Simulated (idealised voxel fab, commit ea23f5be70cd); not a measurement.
process module | voxel wiring stack
cross-section cut | 175 nm wide | cells 5 nm
A cross-section is a grid of square cells, given in bands from the top down. A band is one or more rows of cells.
Each band's line starts with the height of the band's top and of its bottom, in nm. Then come its materials from left to right, each with its width in nm. One material with "throughout" fills the band from edge to edge. "air" is empty space.
Height 0 is the level under which the wafer as received is all one material. The lowest band goes on downwards, as in "0 down".
A width such as "30 to 40" changes by the same amount from each row of cells to the next, from the band's top row to its bottom row.
"no change" after a step means that no cell of the cross-section changed.
closed voids: empty space of 8 cells or more with no open way to the top, each as width x height at its distance from the left edge, in nm
after a step's settings: what the simulator itself notes on the step
overlay nm, on a step with a mask: how far to the right of its planned place the mask lay; to the left if negative
plan
1 op RECEIVE | material Si
2 op CONFORMAL_DEP | material SiO2 | thk nm 10
3 op CONFORMAL_DEP | material SiCN | thk nm 5
4 op DIRECTIONAL_DEP | material SiO2 | thk nm 25
5 op DIRECTIONAL_DEP | material aC | thk nm 15
6 op PATTERN | tone open | mask id METAL_1 | material resist | width nm 25 | pitch nm 40 | thk nm 30 | overlay nm 0
7 op DIRECTIONAL_ETCH | etch materials aC | depth nm 15
8 op STRIP | etch materials resist
9 op DIRECTIONAL_ETCH | etch materials SiO2 | depth nm 25
10 op DIRECTIONAL_ETCH | etch materials SiCN | depth nm 5
11 op STRIP | etch materials aC
12 op CONFORMAL_DEP | material TiN | thk nm 5
13 op FILL_DEP | material Ru | thk nm 5
14 op CMP | height nm 40
15 op EPI | material Ru | thk nm 5
16 op FILL_DEP | material SiCN | thk nm 5
17 op DIRECTIONAL_DEP | material SiO2 | thk nm 25
18 op MASKED_ETCH | tone open | mask id METAL_2 | width nm 25 | pitch nm 40 | etch materials SiO2 | depth nm 15 | overlay nm 0
19 op PATTERN | tone open | mask id METAL_2_HOLES | material resist | width nm 15 | pitch nm 40 | thk nm 15 | overlay nm 0
20 op DIRECTIONAL_ETCH | etch materials SiO2 | depth nm 10
21 op DIRECTIONAL_ETCH | etch materials SiCN | depth nm 5
22 op STRIP | etch materials resist
23 op CONFORMAL_DEP | material TiN | thk nm 5
24 op FILL_DEP | material Cu | thk nm 5
25 op CMP | height nm 75
26 op CONFORMAL_DEP | material SiCN | thk nm 5
first wafer, as planned
as received, after step 1
  0 down: Si throughout
  closed voids: none
after step 2
  10 to 0: SiO2 throughout
  below 0: unchanged
after step 3
  15 to 10: SiCN throughout
  below 10: unchanged
after step 4
  40 to 15: SiO2 throughout
  below 15: unchanged
after step 5
  55 to 40: aC throughout
  below 40: unchanged
after step 6
  85 to 55: resist 35 | air 25 | resist 15 | air 25 | resist 15 | air 25 | resist 35
  below 55: unchanged
after step 7
  70 to 55: resist 35 | air 25 | resist 15 | air 25 | resist 15 | air 25 | resist 35
  55 to 40: aC 35 | air 25 | aC 15 | air 25 | aC 15 | air 25 | aC 35
  below 40: unchanged
after step 8
  55 to 40: aC 35 | air 25 | aC 15 | air 25 | aC 15 | air 25 | aC 35
  below 40: unchanged
after step 9
  55 to 40: aC 35 | air 25 | aC 15 | air 25 | aC 15 | air 25 | aC 35
  40 to 15: SiO2 35 | air 25 | SiO2 15 | air 25 | SiO2 15 | air 25 | SiO2 35
  below 15: unchanged
after step 10
  55 to 40: aC 35 | air 25 | aC 15 | air 25 | aC 15 | air 25 | aC 35
  40 to 15: SiO2 35 | air 25 | SiO2 15 | air 25 | SiO2 15 | air 25 | SiO2 35
  15 to 10: SiCN 35 | air 25 | SiCN 15 | air 25 | SiCN 15 | air 25 | SiCN 35
  below 10: unchanged
after step 11
  40 to 15: SiO2 35 | air 25 | SiO2 15 | air 25 | SiO2 15 | air 25 | SiO2 35
  below 15: unchanged
after step 12
  45 to 40: TiN 40 | air 15 | TiN 25 | air 15 | TiN 25 | air 15 | TiN 40
  40 to 15: SiO2 35 | TiN 5 | air 15 | TiN 5 | SiO2 15 | TiN 5 | air 15 | TiN 5 | SiO2 15 | TiN 5 | air 15 | TiN 5 | SiO2 35
  15 to 10: SiCN 35 | TiN 25 | SiCN 15 | TiN 25 | SiCN 15 | TiN 25 | SiCN 35
  below 10: unchanged
after step 13
  50 to 45: Ru throughout
  45 to 40: TiN 40 | Ru 15 | TiN 25 | Ru 15 | TiN 25 | Ru 15 | TiN 40
  40 to 15: SiO2 35 | TiN 5 | Ru 15 | TiN 5 | SiO2 15 | TiN 5 | Ru 15 | TiN 5 | SiO2 15 | TiN 5 | Ru 15 | TiN 5 | SiO2 35
  below 15: unchanged
after step 14
  40 to 15: SiO2 35 | TiN 5 | Ru 15 | TiN 5 | SiO2 15 | TiN 5 | Ru 15 | TiN 5 | SiO2 15 | TiN 5 | Ru 15 | TiN 5 | SiO2 35
  below 15: unchanged
after step 15
  45 to 40: air 30 | Ru 35 | air 5 | Ru 35 | air 5 | Ru 35 | air 30
  below 40: unchanged
after step 16
  50 to 45: SiCN throughout
  45 to 40: SiCN 30 | Ru 35 | SiCN 5 | Ru 35 | SiCN 5 | Ru 35 | SiCN 30
  below 40: unchanged
after step 17
  75 to 50: SiO2 throughout
  below 50: unchanged
after step 18
  75 to 60: SiO2 35 | air 25 | SiO2 15 | air 25 | SiO2 15 | air 25 | SiO2 35
  below 60: unchanged
after step 19
  90 to 75: resist 35 | air 15 | resist 25 | air 15 | resist 25 | air 15 | resist 45
  75 to 60: SiO2 35 | air 15 | resist 10 | SiO2 15 | air 15 | resist 10 | SiO2 15 | air 15 | resist 10 | SiO2 35
  below 60: unchanged
after step 20
  90 to 75: resist 35 | air 15 | resist 25 | air 15 | resist 25 | air 15 | resist 45
  75 to 60: SiO2 35 | air 15 | resist 10 | SiO2 15 | air 15 | resist 10 | SiO2 15 | air 15 | resist 10 | SiO2 35
  60 to 50: SiO2 35 | air 15 | SiO2 25 | air 15 | SiO2 25 | air 15 | SiO2 45
  below 50: unchanged
after step 21
  90 to 75: resist 35 | air 15 | resist 25 | air 15 | resist 25 | air 15 | resist 45
  75 to 60: SiO2 35 | air 15 | resist 10 | SiO2 15 | air 15 | resist 10 | SiO2 15 | air 15 | resist 10 | SiO2 35
  60 to 50: SiO2 35 | air 15 | SiO2 25 | air 15 | SiO2 25 | air 15 | SiO2 45
  50 to 45: SiCN 35 | air 15 | SiCN 25 | air 15 | SiCN 25 | air 15 | SiCN 45
  below 45: unchanged
after step 22
  75 to 60: SiO2 35 | air 25 | SiO2 15 | air 25 | SiO2 15 | air 25 | SiO2 35
  below 60: unchanged
after step 23
  80 to 75: TiN 40 | air 15 | TiN 25 | air 15 | TiN 25 | air 15 | TiN 40
  75 to 65: SiO2 35 | TiN 5 | air 15 | TiN 5 | SiO2 15 | TiN 5 | air 15 | TiN 5 | SiO2 15 | TiN 5 | air 15 | TiN 5 | SiO2 35
  65 to 60: SiO2 35 | TiN 5 | air 5 | TiN 15 | SiO2 15 | TiN 5 | air 5 | TiN 15 | SiO2 15 | TiN 5 | air 5 | TiN 15 | SiO2 35
  60 to 50: SiO2 35 | TiN 5 | air 5 | TiN 5 | SiO2 25 | TiN 5 | air 5 | TiN 5 | SiO2 25 | TiN 5 | air 5 | TiN 5 | SiO2 45
  50 to 45: SiCN 35 | TiN 15 | SiCN 25 | TiN 15 | SiCN 25 | TiN 15 | SiCN 45
  below 45: unchanged
after step 24
  85 to 80: Cu throughout
  80 to 75: TiN 40 | Cu 15 | TiN 25 | Cu 15 | TiN 25 | Cu 15 | TiN 40
  75 to 65: SiO2 35 | TiN 5 | Cu 15 | TiN 5 | SiO2 15 | TiN 5 | Cu 15 | TiN 5 | SiO2 15 | TiN 5 | Cu 15 | TiN 5 | SiO2 35
  65 to 60: SiO2 35 | TiN 5 | Cu 5 | TiN 15 | SiO2 15 | TiN 5 | Cu 5 | TiN 15 | SiO2 15 | TiN 5 | Cu 5 | TiN 15 | SiO2 35
  60 to 50: SiO2 35 | TiN 5 | Cu 5 | TiN 5 | SiO2 25 | TiN 5 | Cu 5 | TiN 5 | SiO2 25 | TiN 5 | Cu 5 | TiN 5 | SiO2 45
  below 50: unchanged
after step 25
  75 to 65: SiO2 35 | TiN 5 | Cu 15 | TiN 5 | SiO2 15 | TiN 5 | Cu 15 | TiN 5 | SiO2 15 | TiN 5 | Cu 15 | TiN 5 | SiO2 35
  below 65: unchanged
after step 26
  80 to 75: SiCN throughout
  below 75: unchanged
second wafer: like start, like plan, one mistake. Through step 18 it matches the first wafer
when step 19 should have ended: no change
when step 20 should have ended
  65 to 50: SiO2 35 | air 25 | SiO2 15 | air 25 | SiO2 15 | air 25 | SiO2 35
  below 50: unchanged
when step 21 should have ended
  65 to 50: SiO2 35 | air 25 | SiO2 15 | air 25 | SiO2 15 | air 25 | SiO2 35
  50 to 45: SiCN 35 | air 25 | SiCN 15 | air 25 | SiCN 15 | air 25 | SiCN 35
  below 45: unchanged
when step 22 should have ended: no change
when step 23 should have ended
  70 to 65: TiN 40 | air 15 | TiN 25 | air 15 | TiN 25 | air 15 | TiN 40
  65 to 50: SiO2 35 | TiN 5 | air 15 | TiN 5 | SiO2 15 | TiN 5 | air 15 | TiN 5 | SiO2 15 | TiN 5 | air 15 | TiN 5 | SiO2 35
  50 to 45: SiCN 35 | TiN 25 | SiCN 15 | TiN 25 | SiCN 15 | TiN 25 | SiCN 35
  below 45: unchanged
when step 24 should have ended
  75 to 70: Cu throughout
  70 to 65: TiN 40 | Cu 15 | TiN 25 | Cu 15 | TiN 25 | Cu 15 | TiN 40
  65 to 50: SiO2 35 | TiN 5 | Cu 15 | TiN 5 | SiO2 15 | TiN 5 | Cu 15 | TiN 5 | SiO2 15 | TiN 5 | Cu 15 | TiN 5 | SiO2 35
  below 50: unchanged
when step 25 should have ended: no change
when step 26 should have ended
  80 to 75: SiCN throughout
  below 75: unchanged
what went wrong: step 19 was left out
at the end the second wafer has, in cells: 44 more of Cu | 6 fewer of SiCN | 52 fewer of SiO2 | 14 more of TiN
